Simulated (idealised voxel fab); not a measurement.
Module name: voxel wiring stack (process module)
The cross-section shown here is cut; it is 190 nm wide and divided into square cells measuring 5 nm on a side.
Cross-section format: a grid of square cells, given as bands from top to bottom; each band is one or more rows of cells.
Per band: top height and bottom height in nm, followed by the left-to-right materials and their widths in nm; "all across" marks a single material spanning edge to edge, "empty" marks empty space.
Height is counted from the level 0, under which the received wafer is composed throughout of one material. The lowest of the bands is not closed at the bottom but continues downward, in the notation "0..down".
A width given as "30..40" starts at the first number in the band's top row and ends at the second number in its bottom row, shifting by an equal amount at every step from row to row.
Where the words "no change" appear for a step, the cross-section shows no cell changed by that step; every cell remained as before.
Closed empty spaces (no open way to the top) of 8 cells or more are what "Closed void list" lists, each as width x height at distance from the left edge, nm for all three.
Where a step's line continues beyond its settings, the continuation is a remark by the simulator itself on that step.
The line of a step may include "overlay nm". On a step with a mask, this value is how far to the right of its planned place the mask lay. A negative value means the mask lay to the left.
Pairs ahead. Before: cross-section ahead of one process step. After: cross-section once the step is done, shown to the lowest changed band only. Under each pair: that step, with settings. Caution: pairs may come from different runs of this module on the same starting wafer; a pair follows the pair above only where its "Prior to processing" entry says so.

Prior to processing
> 155..140: resist 60 nm | empty 25 nm | resist 15 nm | empty 25 nm | resist 65 nm
> 140..115: SiO2 all across
> 115..110: SiCN all across
> 110..95: SiO2 60 nm | TiN 5 nm | Ru 15 nm | TiN 5 nm | SiO2 15 nm | TiN 5 nm | Ru 15 nm | TiN 5 nm | SiO2 65 nm
> 95..90: SiO2 60 nm | TiN 5 nm | Ru 5 nm | TiN 15 nm | SiO2 15 nm | TiN 5 nm | Ru 5 nm | TiN 15 nm | SiO2 65 nm
> 90..75: SiO2 60 nm | TiN 5 nm | Ru 5 nm | TiN 5 nm | SiO2 25 nm | TiN 5 nm | Ru 5 nm | TiN 5 nm | SiO2 75 nm
> 75..70: SiCN 60 nm | TiN 15 nm | SiCN 25 nm | TiN 15 nm | SiCN 75 nm
> 70..55: lowk 60 nm | TiN 5 nm | Cu 5 nm | TiN 5 nm | lowk 115 nm
> 55..50: lowk 60 nm | TiN 15 nm | lowk 115 nm
> 50..40: lowk all across
> 40..35: SiCN all across
> 35..15: SiO2 60 nm | Ru 25 nm | SiO2 15 nm | Ru 25 nm | SiO2 65 nm
> 15..10: SiO2 60 nm | TiN 25 nm | SiO2 15 nm | TiN 25 nm | SiO2 65 nm
> 10..0: SiO2 all across
> 0..down: Si all across
> Closed void list: none

Sectional View, Post-Process
> 155..140: resist 60 nm | empty 25 nm | resist 15 nm | empty 25 nm | resist 65 nm
> 140..125: SiO2 60 nm | empty 25 nm | SiO2 15 nm | empty 25 nm | SiO2 65 nm
> Below 125 it's all the same as before, nothing changed down there.
> Closed void list: none
Going from one cross-section above to the next, the wafer undergoes DIRECTIONAL_ETCH [etch materials SiO2] [depth nm 15]

Prior to processing: It is represented by the cross-section appearing after the step of the pair directly above.

Sectional View, Post-Process
> 140..125: SiO2 60 nm | empty 25 nm | SiO2 15 nm | empty 25 nm | SiO2 65 nm
> Below 125 it's all the same as before, nothing changed down there.
> Closed void list: none
Going from one cross-section above to the next, the wafer undergoes STRIP [etch materials resist]

Prior to processing: It is represented by the cross-section appearing after the step of the pair directly above.

Sectional View, Post-Process
> 140..125: SiO2 60 nm | empty 25 nm | SiO2 15 nm | empty 25 nm | SiO2 65 nm
> 125..115: SiO2 60 nm | empty 15 nm | SiO2 115 nm
> Below 115 it's all the same as before, nothing changed down there.
> Closed void list: none
Going from one cross-section above to the next, the wafer undergoes MASKED_ETCH [tone open] [mask id METAL_4_HOLES] [width nm 15] [etch materials SiO2] [depth nm 10] [overlay nm 0]

Prior to processing: It is represented by the cross-section appearing after the step of the pair directly above.

Sectional View, Post-Process
> 140..125: SiO2 60 nm | empty 25 nm | SiO2 15 nm | empty 25 nm | SiO2 65 nm
> 125..115: SiO2 60 nm | empty 15 nm | SiO2 115 nm
> 115..110: SiCN 60 nm | empty 15 nm | SiCN 115 nm
> Below 110 it's all the same as before, nothing changed down there.
> Closed void list: none
Going from one cross-section above to the next, the wafer undergoes MASKED_ETCH [tone open] [mask id METAL_4_HOLES] [width nm 15] [etch materials SiCN] [depth nm 5] [overlay nm 0]

Prior to processing: It is represented by the cross-section appearing after the step of the pair directly above.

Sectional View, Post-Process
> 145..140: TiN 65 nm | empty 15 nm | TiN 25 nm | empty 15 nm | TiN 70 nm
> 140..130: SiO2 60 nm | TiN 5 nm | empty 15 nm | TiN 5 nm | SiO2 15 nm | TiN 5 nm | empty 15 nm | TiN 5 nm | SiO2 65 nm
> 130..125: SiO2 60 nm | TiN 5 nm | empty 5 nm | TiN 15 nm | SiO2 15 nm | TiN 25 nm | SiO2 65 nm
> 125..115: SiO2 60 nm | TiN 5 nm | empty 5 nm | TiN 5 nm | SiO2 115 nm
> 115..110: SiCN 60 nm | TiN 15 nm | SiCN 115 nm
> Below 110 it's all the same as before, nothing changed down there.
> Closed void list: none
Going from one cross-section above to the next, the wafer undergoes CONFORMAL_DEP [material TiN] [thk nm 5]

Prior to processing: It is represented by the cross-section appearing after the step of the pair directly above.

Sectional View, Post-Process
> 150..145: Cu all across
> 145..140: TiN 65 nm | Cu 15 nm | TiN 25 nm | Cu 15 nm | TiN 70 nm
> 140..130: SiO2 60 nm | TiN 5 nm | Cu 15 nm | TiN 5 nm | SiO2 15 nm | TiN 5 nm | Cu 15 nm | TiN 5 nm | SiO2 65 nm
> 130..125: SiO2 60 nm | TiN 5 nm | Cu 5 nm | TiN 15 nm | SiO2 15 nm | TiN 25 nm | SiO2 65 nm
> 125..115: SiO2 60 nm | TiN 5 nm | Cu 5 nm | TiN 5 nm | SiO2 115 nm
> Below 115 it's all the same as before, nothing changed down there.
> Closed void list: none
Going from one cross-section above to the next, the wafer undergoes FILL_DEP [material Cu] [thk nm 5]

Prior to processing: It is represented by the cross-section appearing after the step of the pair directly above.

Sectional View, Post-Process
> 140..130: SiO2 60 nm | TiN 5 nm | Cu 15 nm | TiN 5 nm | SiO2 15 nm | TiN 5 nm | Cu 15 nm | TiN 5 nm | SiO2 65 nm
> Below 130 it's all the same as before, nothing changed down there.
> Closed void list: none
Going from one cross-section above to the next, the wafer undergoes CMP [height nm 140]

Prior to processing: It is represented by the cross-section appearing after the step of the pair directly above.

Sectional View, Post-Process
> 145..140: SiCN all across
> Below 140 it's all the same as before, nothing changed down there.
> Closed void list: none
Going from one cross-section above to the next, the wafer undergoes CONFORMAL_DEP [material SiCN] [thk nm 5]

Prior to processing
> 35..15: SiO2 60 nm | Ru 25 nm | SiO2 15 nm | Ru 25 nm | SiO2 65 nm
> 15..10: SiO2 60 nm | TiN 25 nm | SiO2 15 nm | TiN 25 nm | SiO2 65 nm
> 10..0: SiO2 all across
> 0..down: Si all across
> Closed void list: none

Sectional View, Post-Process
> 65..35: lowk all across
> Below 35 it's all the same as before, nothing changed down there.
> Closed void list: none
Going from one cross-section above to the next, the wafer undergoes DIRECTIONAL_DEP [material lowk] [thk nm 30]

Prior to processing: It is represented by the cross-section appearing after the step of the pair directly above.

Sectional View, Post-Process
> 70..65: SiCN all across
> Below 65 it's all the same as before, nothing changed down there.
> Closed void list: none
Going from one cross-section above to the next, the wafer undergoes CONFORMAL_DEP [material SiCN] [thk nm 5]

Prior to processing: It is represented by the cross-section appearing after the step of the pair directly above.

Sectional View, Post-Process
> 90..70: resist 60 nm | empty 15 nm | resist 115 nm
> Below 70 it's all the same as before, nothing changed down there.
> Closed void list: none
Going from one cross-section above to the next, the wafer undergoes PATTERN [tone open] [mask id METAL_2_HOLES] [material resist] [width nm 15] [thk nm 20] [overlay nm 0]

Prior to processing: It is represented by the cross-section appearing after the step of the pair directly above.

Sectional View, Post-Process
> 70..65: SiCN all across
> Below 65 it's all the same as before, nothing changed down there.
> Closed void list: none
Going from one cross-section above to the next, the wafer undergoes STRIP [etch materials resist]

Prior to processing: It is represented by the cross-section appearing after the step of the pair directly above.

Sectional View, Post-Process
> 80..70: aC all across
> Below 70 it's all the same as before, nothing changed down there.
> Closed void list: none
Going from one cross-section above to the next, the wafer undergoes DIRECTIONAL_DEP [material aC] [thk nm 10]

Prior to processing: It is represented by the cross-section appearing after the step of the pair directly above.

Sectional View, Post-Process
> 110..80: resist 60 nm | empty 25 nm | resist 15 nm | empty 25 nm | resist 65 nm
> Below 80 it's all the same as before, nothing changed down there.
> Closed void list: none
Going from one cross-section above to the next, the wafer undergoes PATTERN [tone open] [mask id METAL_2] [material resist] [width nm 25] [pitch nm 40] [thk nm 30] [overlay nm 0]

Prior to processing: It is represented by the cross-section appearing after the step of the pair directly above.

Sectional View, Post-Process
> 100..80: resist 60 nm | empty 25 nm | resist 15 nm | empty 25 nm | resist 65 nm
> 80..70: aC 60 nm | empty 25 nm | aC 15 nm | empty 25 nm | aC 65 nm
> Below 70 it's all the same as before, nothing changed down there.
> Closed void list: none
Going from one cross-section above to the next, the wafer undergoes DIRECTIONAL_ETCH [etch materials aC] [depth nm 10]

Prior to processing: It is represented by the cross-section appearing after the step of the pair directly above.

Sectional View, Post-Process
> 80..70: aC 60 nm | empty 25 nm | aC 15 nm | empty 25 nm | aC 65 nm
> Below 70 it's all the same as before, nothing changed down there.
> Closed void list: none
Going from one cross-section above to the next, the wafer undergoes STRIP [etch materials resist]

Prior to processing: It is represented by the cross-section appearing after the step of the pair directly above.

Sectional View, Post-Process
> 80..70: aC 60 nm | empty 25 nm | aC 15 nm | empty 25 nm | aC 65 nm
> 70..65: SiCN 60 nm | empty 25 nm | SiCN 15 nm | empty 25 nm | SiCN 65 nm
> Below 65 it's all the same as before, nothing changed down there.
> Closed void list: none
Going from one cross-section above to the next, the wafer undergoes DIRECTIONAL_ETCH [etch materials SiCN] [depth nm 5]

Prior to processing: It is represented by the cross-section appearing after the step of the pair directly above.

Sectional View, Post-Process
> 70..65: SiCN 60 nm | empty 25 nm | SiCN 15 nm | empty 25 nm | SiCN 65 nm
> Below 65 it's all the same as before, nothing changed down there.
> Closed void list: none
Going from one cross-section above to the next, the wafer undergoes STRIP [etch materials aC]

Prior to processing: It is represented by the cross-section appearing after the step of the pair directly above.

Sectional View, Post-Process
> 75..70: TiN 65 nm | empty 15 nm | TiN 25 nm | empty 15 nm | TiN 70 nm
> 70..65: SiCN 60 nm | TiN 25 nm | SiCN 15 nm | TiN 25 nm | SiCN 65 nm
> Below 65 it's all the same as before, nothing changed down there.
> Closed void list: none
Going from one cross-section above to the next, the wafer undergoes CONFORMAL_DEP [material TiN] [thk nm 5]

Prior to processing: It is represented by the cross-section appearing after the step of the pair directly above.

Sectional View, Post-Process
> 85..75: Cu all across
> 75..70: TiN 65 nm | Cu 15 nm | TiN 25 nm | Cu 15 nm | TiN 70 nm
> Below 70 it's all the same as before, nothing changed down there.
> Closed void list: none
Going from one cross-section above to the next, the wafer undergoes FILL_DEP [material Cu] [thk nm 10]

Prior to processing: It is represented by the cross-section appearing after the step of the pair directly above.

Sectional View, Post-Process
> 70..65: SiCN 60 nm | TiN 25 nm | SiCN 15 nm | TiN 25 nm | SiCN 65 nm
> Below 65 it's all the same as before, nothing changed down there.
> Closed void list: none
Going from one cross-section above to the next, the wafer undergoes CMP [height nm 70]

Prior to processing: It is represented by the cross-section appearing after the step of the pair directly above.

Sectional View, Post-Process
> 75..70: SiCN all across
> Below 70 it's all the same as before, nothing changed down there.
> Closed void list: none
Going from one cross-section above to the next, the wafer undergoes CONFORMAL_DEP [material SiCN] [thk nm 5]

Prior to processing: It is represented by the cross-section appearing after the step of the pair directly above.

Sectional View, Post-Process
> 110..75: SiO2 all across
> Below 75 it's all the same as before, nothing changed down there.
> Closed void list: none
Going from one cross-section above to the next, the wafer undergoes DIRECTIONAL_DEP [material SiO2] [thk nm 35]

Prior to processing: It is represented by the cross-section appearing after the step of the pair directly above.

Sectional View, Post-Process
> 110..90: SiO2 60 nm | empty 25 nm | SiO2 15 nm | empty 25 nm | SiO2 65 nm
> Below 90 it's all the same as before, nothing changed down there.
> Closed void list: none
Going from one cross-section above to the next, the wafer undergoes MASKED_ETCH [tone open] [mask id METAL_3] [width nm 25] [pitch nm 40] [etch materials SiO2] [depth nm 20] [overlay nm 0]

Prior to processing: It is represented by the cross-section appearing after the step of the pair directly above.

Sectional View, Post-Process
> 120..110: aC 60 nm | empty 25 nm | aC 15 nm | empty 25 nm | aC 65 nm
> 110..100: SiO2 60 nm | empty 25 nm | SiO2 15 nm | empty 25 nm | SiO2 65 nm
> 100..90: SiO2 60 nm | aC 25 nm | SiO2 15 nm | aC 25 nm | SiO2 65 nm
> Below 90 it's all the same as before, nothing changed down there.
> Closed void list: none
Going from one cross-section above to the next, the wafer undergoes DIRECTIONAL_DEP [material aC] [thk nm 10]

Prior to processing: It is represented by the cross-section appearing after the step of the pair directly above.

Sectional View, Post-Process
> 145..120: resist 60 nm | empty 15 nm | resist 25 nm | empty 15 nm | resist 75 nm
> 120..110: aC 60 nm | empty 15 nm | resist 10 nm | aC 15 nm | empty 15 nm | resist 10 nm | aC 65 nm
> 110..100: SiO2 60 nm | empty 15 nm | resist 10 nm | SiO2 15 nm | empty 15 nm | resist 10 nm | SiO2 65 nm
> Below 100 it's all the same as before, nothing changed down there.
> Closed void list: none
Going from one cross-section above to the next, the wafer undergoes PATTERN [tone open] [mask id METAL_3_HOLES] [material resist] [width nm 15] [pitch nm 40] [thk nm 25] [overlay nm 0]

Prior to processing: It is represented by the cross-section appearing after the step of the pair directly above.

Sectional View, Post-Process
> 135..120: resist 60 nm | empty 15 nm | resist 25 nm | empty 15 nm | resist 75 nm
> 120..110: aC 60 nm | empty 15 nm | resist 10 nm | aC 15 nm | empty 15 nm | resist 10 nm | aC 65 nm
> 110..100: SiO2 60 nm | empty 15 nm | resist 10 nm | SiO2 15 nm | empty 15 nm | resist 10 nm | SiO2 65 nm
> 100..90: SiO2 60 nm | empty 15 nm | aC 10 nm | SiO2 15 nm | empty 15 nm | aC 10 nm | SiO2 65 nm
> Below 90 it's all the same as before, nothing changed down there.
> Closed void list: none
Going from one cross-section above to the next, the wafer undergoes DIRECTIONAL_ETCH [etch materials aC] [depth nm 10]

Prior to processing: It is represented by the cross-section appearing after the step of the pair directly above.

Sectional View, Post-Process
> 120..110: aC 60 nm | empty 25 nm | aC 15 nm | empty 25 nm | aC 65 nm
> 110..100: SiO2 60 nm | empty 25 nm | SiO2 15 nm | empty 25 nm | SiO2 65 nm
> Below 100 it's all the same as before, nothing changed down there.
> Closed void list: none
Going from one cross-section above to the next, the wafer undergoes STRIP [etch materials resist]

Prior to processing: It is represented by the cross-section appearing after the step of the pair directly above.

Sectional View, Post-Process
> 120..110: aC 60 nm | empty 25 nm | aC 15 nm | empty 25 nm | aC 65 nm
> 110..100: SiO2 60 nm | empty 25 nm | SiO2 15 nm | empty 25 nm | SiO2 65 nm
> 100..90: SiO2 60 nm | empty 15 nm | aC 10 nm | SiO2 15 nm | empty 15 nm | aC 10 nm | SiO2 65 nm
> 90..75: SiO2 60 nm | empty 15 nm | SiO2 25 nm | empty 15 nm | SiO2 75 nm
> Below 75 it's all the same as before, nothing changed down there.
> Closed void list: none
Going from one cross-section above to the next, the wafer undergoes DIRECTIONAL_ETCH [etch materials SiO2] [depth nm 15]

Prior to processing: It is represented by the cross-section appearing after the step of the pair directly above.

Sectional View, Post-Process
> 120..110: aC 60 nm | empty 25 nm | aC 15 nm | empty 25 nm | aC 65 nm
> 110..100: SiO2 60 nm | empty 25 nm | SiO2 15 nm | empty 25 nm | SiO2 65 nm
> 100..90: SiO2 60 nm | empty 15 nm | aC 10 nm | SiO2 15 nm | empty 15 nm | aC 10 nm | SiO2 65 nm
> 90..75: SiO2 60 nm | empty 15 nm | SiO2 25 nm | empty 15 nm | SiO2 75 nm
> 75..70: SiCN 60 nm | empty 15 nm | SiCN 25 nm | empty 15 nm | SiCN 75 nm
> Below 70 it's all the same as before, nothing changed down there.
> Closed void list: none
Going from one cross-section above to the next, the wafer undergoes DIRECTIONAL_ETCH [etch materials SiCN] [depth nm 5]

Prior to processing: It is represented by the cross-section appearing after the step of the pair directly above.

Sectional View, Post-Process
> 110..90: SiO2 60 nm | empty 25 nm | SiO2 15 nm | empty 25 nm | SiO2 65 nm
> Below 90 it's all the same as before, nothing changed down there.
> Closed void list: none
Going from one cross-section above to the next, the wafer undergoes STRIP [etch materials aC]

Prior to processing: It is represented by the cross-section appearing after the step of the pair directly above.

Sectional View, Post-Process
> 115..110: TiN 65 nm | empty 15 nm | TiN 25 nm | empty 15 nm | TiN 70 nm
> 110..95: SiO2 60 nm | TiN 5 nm | empty 15 nm | TiN 5 nm | SiO2 15 nm | TiN 5 nm | empty 15 nm | TiN 5 nm | SiO2 65 nm
> 95..90: SiO2 60 nm | TiN 5 nm | empty 5 nm | TiN 15 nm | SiO2 15 nm | TiN 5 nm | empty 5 nm | TiN 15 nm | SiO2 65 nm
> 90..75: SiO2 60 nm | TiN 5 nm | empty 5 nm | TiN 5 nm | SiO2 25 nm | TiN 5 nm | empty 5 nm | TiN 5 nm | SiO2 75 nm
> 75..65: SiCN 60 nm | TiN 15..25 nm | SiCN 25..15 nm | TiN 15..25 nm | SiCN 75..65 nm
> Below 65 it's all the same as before, nothing changed down there.
> Closed void list: none
Going from one cross-section above to the next, the wafer undergoes CONFORMAL_DEP [material TiN] [thk nm 5]

Prior to processing: It is represented by the cross-section appearing after the step of the pair directly above.

Sectional View, Post-Process
> 125..115: Ru all across
> 115..110: TiN 65 nm | Ru 15 nm | TiN 25 nm | Ru 15 nm | TiN 70 nm
> 110..95: SiO2 60 nm | TiN 5 nm | Ru 15 nm | TiN 5 nm | SiO2 15 nm | TiN 5 nm | Ru 15 nm | TiN 5 nm | SiO2 65 nm
> 95..90: SiO2 60 nm | TiN 5 nm | Ru 5 nm | TiN 15 nm | SiO2 15 nm | TiN 5 nm | Ru 5 nm | TiN 15 nm | SiO2 65 nm
> 90..75: SiO2 60 nm | TiN 5 nm | Ru 5 nm | TiN 5 nm | SiO2 25 nm | TiN 5 nm | Ru 5 nm | TiN 5 nm | SiO2 75 nm
> Below 75 it's all the same as before, nothing changed down there.
> Closed void list: none
Going from one cross-section above to the next, the wafer undergoes FILL_DEP [material Ru] [thk nm 10]

Prior to processing: It is represented by the cross-section appearing after the step of the pair directly above.

Sectional View, Post-Process
> 110..95: SiO2 60 nm | TiN 5 nm | Ru 15 nm | TiN 5 nm | SiO2 15 nm | TiN 5 nm | Ru 15 nm | TiN 5 nm | SiO2 65 nm
> Below 95 it's all the same as before, nothing changed down there.
> Closed void list: none
Going from one cross-section above to the next, the wafer undergoes CMP [height nm 110]

Prior to processing: It is represented by the cross-section appearing after the step of the pair directly above.

Sectional View, Post-Process
> 115..110: SiCN all across
> Below 110 it's all the same as before, nothing changed down there.
> Closed void list: none
Going from one cross-section above to the next, the wafer undergoes CONFORMAL_DEP [material SiCN] [thk nm 5]

Prior to processing: It is represented by the cross-section appearing after the step of the pair directly above.

Sectional View, Post-Process
> 140..115: SiO2 all across
> Below 115 it's all the same as before, nothing changed down there.
> Closed void list: none
Going from one cross-section above to the next, the wafer undergoes DIRECTIONAL_DEP [material SiO2] [thk nm 25]

Prior to processing: It is represented by the cross-section appearing after the step of the pair directly above.

Sectional View, Post-Process
> 155..140: resist 60 nm | empty 25 nm | resist 15 nm | empty 25 nm | resist 65 nm
> Below 140 it's all the same as before, nothing changed down there.
> Closed void list: none
Going from one cross-section above to the next, the wafer undergoes PATTERN [tone open] [mask id METAL_4] [material resist] [width nm 25] [pitch nm 40] [thk nm 15] [overlay nm 0]

Prior to processing: It is represented by the cross-section appearing after the step of the pair directly above.

Sectional View, Post-Process
> 155..140: resist 60 nm | empty 25 nm | resist 15 nm | empty 25 nm | resist 65 nm
> 140..125: SiO2 60 nm | empty 25 nm | SiO2 15 nm | empty 25 nm | SiO2 65 nm
> Below 125 it's all the same as before, nothing changed down there.
> Closed void list: none
Going from one cross-section above to the next, the wafer undergoes DIRECTIONAL_ETCH [etch materials SiO2] [depth nm 15]

Prior to processing: It is represented by the cross-section appearing after the step of the pair directly above.

Sectional View, Post-Process
> 140..125: SiO2 60 nm | empty 25 nm | SiO2 15 nm | empty 25 nm | SiO2 65 nm
> Below 125 it's all the same as before, nothing changed down there.
> Closed void list: none
Going from one cross-section above to the next, the wafer undergoes STRIP [etch materials resist]

Prior to processing: It is represented by the cross-section appearing after the step of the pair directly above.

Sectional View, Post-Process
> 140..125: SiO2 60 nm | empty 25 nm | SiO2 15 nm | empty 25 nm | SiO2 65 nm
> 125..115: SiO2 60 nm | empty 15 nm | SiO2 115 nm
> Below 115 it's all the same as before, nothing changed down there.
> Closed void list: none
Going from one cross-section above to the next, the wafer undergoes MASKED_ETCH [tone open] [mask id METAL_4_HOLES] [width nm 15] [etch materials SiO2] [depth nm 10] [overlay nm 0]

Prior to processing: It is represented by the cross-section appearing after the step of the pair directly above.

Sectional View, Post-Process
> 140..125: SiO2 60 nm | empty 25 nm | SiO2 15 nm | empty 25 nm | SiO2 65 nm
> 125..115: SiO2 60 nm | empty 15 nm | SiO2 115 nm
> 115..110: SiCN 60 nm | empty 15 nm | SiCN 115 nm
> Below 110 it's all the same as before, nothing changed down there.
> Closed void list: none
Going from one cross-section above to the next, the wafer undergoes MASKED_ETCH [tone open] [mask id METAL_4_HOLES] [width nm 15] [etch materials SiCN] [depth nm 5] [overlay nm 0]

Prior to processing: It is represented by the cross-section appearing after the step of the pair directly above.

Sectional View, Post-Process
> 145..140: TiN 65 nm | empty 15 nm | TiN 25 nm | empty 15 nm | TiN 70 nm
> 140..130: SiO2 60 nm | TiN 5 nm | empty 15 nm | TiN 5 nm | SiO2 15 nm | TiN 5 nm | empty 15 nm | TiN 5 nm | SiO2 65 nm
> 130..125: SiO2 60 nm | TiN 5 nm | empty 5 nm | TiN 15 nm | SiO2 15 nm | TiN 25 nm | SiO2 65 nm
> 125..115: SiO2 60 nm | TiN 5 nm | empty 5 nm | TiN 5 nm | SiO2 115 nm
> 115..110: SiCN 60 nm | TiN 15 nm | SiCN 115 nm
> Below 110 it's all the same as before, nothing changed down there.
> Closed void list: none
Going from one cross-section above to the next, the wafer undergoes CONFORMAL_DEP [material TiN] [thk nm 5]

Prior to processing: It is represented by the cross-section appearing after the step of the pair directly above.

Sectional View, Post-Process
> 150..145: Cu all across
> 145..140: TiN 65 nm | Cu 15 nm | TiN 25 nm | Cu 15 nm | TiN 70 nm
> 140..130: SiO2 60 nm | TiN 5 nm | Cu 15 nm | TiN 5 nm | SiO2 15 nm | TiN 5 nm | Cu 15 nm | TiN 5 nm | SiO2 65 nm
> 130..125: SiO2 60 nm | TiN 5 nm | Cu 5 nm | TiN 15 nm | SiO2 15 nm | TiN 25 nm | SiO2 65 nm
> 125..115: SiO2 60 nm | TiN 5 nm | Cu 5 nm | TiN 5 nm | SiO2 115 nm
> Below 115 it's all the same as before, nothing changed down there.
> Closed void list: none
Going from one cross-section above to the next, the wafer undergoes FILL_DEP [material Cu] [thk nm 5]

Prior to processing: It is represented by the cross-section appearing after the step of the pair directly above.

Sectional View, Post-Process
> 140..130: SiO2 60 nm | TiN 5 nm | Cu 15 nm | TiN 5 nm | SiO2 15 nm | TiN 5 nm | Cu 15 nm | TiN 5 nm | SiO2 65 nm
> Below 130 it's all the same as before, nothing changed down there.
> Closed void list: none
Going from one cross-section above to the next, the wafer undergoes CMP [height nm 140]

Prior to processing: It is represented by the cross-section appearing after the step of the pair directly above.

Sectional View, Post-Process
> 145..140: SiCN all across
> Below 140 it's all the same as before, nothing changed down there.
> Closed void list: none
Going from one cross-section above to the next, the wafer undergoes CONFORMAL_DEP [material SiCN] [thk nm 5]

Prior to processing
> 85..75: Cu all across
> 75..70: TiN 65 nm | Cu 15 nm | TiN 25 nm | Cu 15 nm | TiN 70 nm
> 70..55: lowk 60 nm | TiN 5 nm | Cu 15 nm | TiN 5 nm | lowk 15 nm | TiN 5 nm | Cu 15 nm | TiN 5 nm | lowk 65 nm
> 55..50: lowk 60 nm | TiN 5 nm | Cu 5 nm | TiN 15 nm | lowk 15 nm | TiN 25 nm | lowk 65 nm
> 50..40: lowk 60 nm | TiN 5 nm | Cu 5 nm | TiN 5 nm | lowk 115 nm
> 40..35: SiCN 60 nm | TiN 15 nm | SiCN 115 nm
> 35..15: SiO2 60 nm | Ru 25 nm | SiO2 15 nm | Ru 25 nm | SiO2 65 nm
> 15..10: SiO2 60 nm | TiN 25 nm | SiO2 15 nm | TiN 25 nm | SiO2 65 nm
> 10..0: SiO2 all across
> 0..down: Si all across
> Closed void list: none

Sectional View, Post-Process
> 80..75: Cu all across
> Below 75 it's all the same as before, nothing changed down there.
> Closed void list: none
Going from one cross-section above to the next, the wafer undergoes CMP [height nm 80]

Prior to processing: It is represented by the cross-section appearing after the step of the pair directly above.

Sectional View, Post-Process
> 85..80: SiCN all across
> Below 80 it's all the same as before, nothing changed down there.
> Closed void list: none
Going from one cross-section above to the next, the wafer undergoes CONFORMAL_DEP [material SiCN] [thk nm 5]

Prior to processing: It is represented by the cross-section appearing after the step of the pair directly above.

Sectional View, Post-Process
> 120..85: SiO2 all across
> Below 85 it's all the same as before, nothing changed down there.
> Closed void list: none
Going from one cross-section above to the next, the wafer undergoes DIRECTIONAL_DEP [material SiO2] [thk nm 35]

Prior to processing: It is represented by the cross-section appearing after the step of the pair directly above.

Sectional View, Post-Process
> 120..100: SiO2 60 nm | empty 25 nm | SiO2 15 nm | empty 25 nm | SiO2 65 nm
> Below 100 it's all the same as before, nothing changed down there.
> Closed void list: none
Going from one cross-section above to the next, the wafer undergoes MASKED_ETCH [tone open] [mask id METAL_3] [width nm 25] [pitch nm 40] [etch materials SiO2] [depth nm 20] [overlay nm 0]

Prior to processing: It is represented by the cross-section appearing after the step of the pair directly above.

Sectional View, Post-Process
> 130..120: aC 60 nm | empty 25 nm | aC 15 nm | empty 25 nm | aC 65 nm
> 120..110: SiO2 60 nm | empty 25 nm | SiO2 15 nm | empty 25 nm | SiO2 65 nm
> 110..100: SiO2 60 nm | aC 25 nm | SiO2 15 nm | aC 25 nm | SiO2 65 nm
> Below 100 it's all the same as before, nothing changed down there.
> Closed void list: none
Going from one cross-section above to the next, the wafer undergoes DIRECTIONAL_DEP [material aC] [thk nm 10]

Prior to processing: It is represented by the cross-section appearing after the step of the pair directly above.

Sectional View, Post-Process
> 155..130: resist 60 nm | empty 15 nm | resist 25 nm | empty 15 nm | resist 75 nm
> 130..120: aC 60 nm | empty 15 nm | resist 10 nm | aC 15 nm | empty 15 nm | resist 10 nm | aC 65 nm
> 120..110: SiO2 60 nm | empty 15 nm | resist 10 nm | SiO2 15 nm | empty 15 nm | resist 10 nm | SiO2 65 nm
> Below 110 it's all the same as before, nothing changed down there.
> Closed void list: none
Going from one cross-section above to the next, the wafer undergoes PATTERN [tone open] [mask id METAL_3_HOLES] [material resist] [width nm 15] [pitch nm 40] [thk nm 25] [overlay nm 0]

Prior to processing: It is represented by the cross-section appearing after the step of the pair directly above.

Sectional View, Post-Process
> 145..130: resist 60 nm | empty 15 nm | resist 25 nm | empty 15 nm | resist 75 nm
> 130..120: aC 60 nm | empty 15 nm | resist 10 nm | aC 15 nm | empty 15 nm | resist 10 nm | aC 65 nm
> 120..110: SiO2 60 nm | empty 15 nm | resist 10 nm | SiO2 15 nm | empty 15 nm | resist 10 nm | SiO2 65 nm
> 110..100: SiO2 60 nm | empty 15 nm | aC 10 nm | SiO2 15 nm | empty 15 nm | aC 10 nm | SiO2 65 nm
> Below 100 it's all the same as before, nothing changed down there.
> Closed void list: none
Going from one cross-section above to the next, the wafer undergoes DIRECTIONAL_ETCH [etch materials aC] [depth nm 10]

Prior to processing: It is represented by the cross-section appearing after the step of the pair directly above.

Sectional View, Post-Process
> 130..120: aC 60 nm | empty 25 nm | aC 15 nm | empty 25 nm | aC 65 nm
> 120..110: SiO2 60 nm | empty 25 nm | SiO2 15 nm | empty 25 nm | SiO2 65 nm
> Below 110 it's all the same as before, nothing changed down there.
> Closed void list: none
Going from one cross-section above to the next, the wafer undergoes STRIP [etch materials resist]

Prior to processing: It is represented by the cross-section appearing after the step of the pair directly above.

Sectional View, Post-Process
> 130..120: aC 60 nm | empty 25 nm | aC 15 nm | empty 25 nm | aC 65 nm
> 120..110: SiO2 60 nm | empty 25 nm | SiO2 15 nm | empty 25 nm | SiO2 65 nm
> 110..100: SiO2 60 nm | empty 15 nm | aC 10 nm | SiO2 15 nm | empty 15 nm | aC 10 nm | SiO2 65 nm
> 100..85: SiO2 60 nm | empty 15 nm | SiO2 25 nm | empty 15 nm | SiO2 75 nm
> Below 85 it's all the same as before, nothing changed down there.
> Closed void list: none
Going from one cross-section above to the next, the wafer undergoes DIRECTIONAL_ETCH [etch materials SiO2] [depth nm 15]

Prior to processing: It is represented by the cross-section appearing after the step of the pair directly above.

Sectional View, Post-Process
> 130..120: aC 60 nm | empty 25 nm | aC 15 nm | empty 25 nm | aC 65 nm
> 120..110: SiO2 60 nm | empty 25 nm | SiO2 15 nm | empty 25 nm | SiO2 65 nm
> 110..100: SiO2 60 nm | empty 15 nm | aC 10 nm | SiO2 15 nm | empty 15 nm | aC 10 nm | SiO2 65 nm
> 100..85: SiO2 60 nm | empty 15 nm | SiO2 25 nm | empty 15 nm | SiO2 75 nm
> 85..80: SiCN 60 nm | empty 15 nm | SiCN 25 nm | empty 15 nm | SiCN 75 nm
> Below 80 it's all the same as before, nothing changed down there.
> Closed void list: none
Going from one cross-section above to the next, the wafer undergoes DIRECTIONAL_ETCH [etch materials SiCN] [depth nm 5]

Prior to processing: It is represented by the cross-section appearing after the step of the pair directly above.

Sectional View, Post-Process
> 120..100: SiO2 60 nm | empty 25 nm | SiO2 15 nm | empty 25 nm | SiO2 65 nm
> Below 100 it's all the same as before, nothing changed down there.
> Closed void list: none
Going from one cross-section above to the next, the wafer undergoes STRIP [etch materials aC]
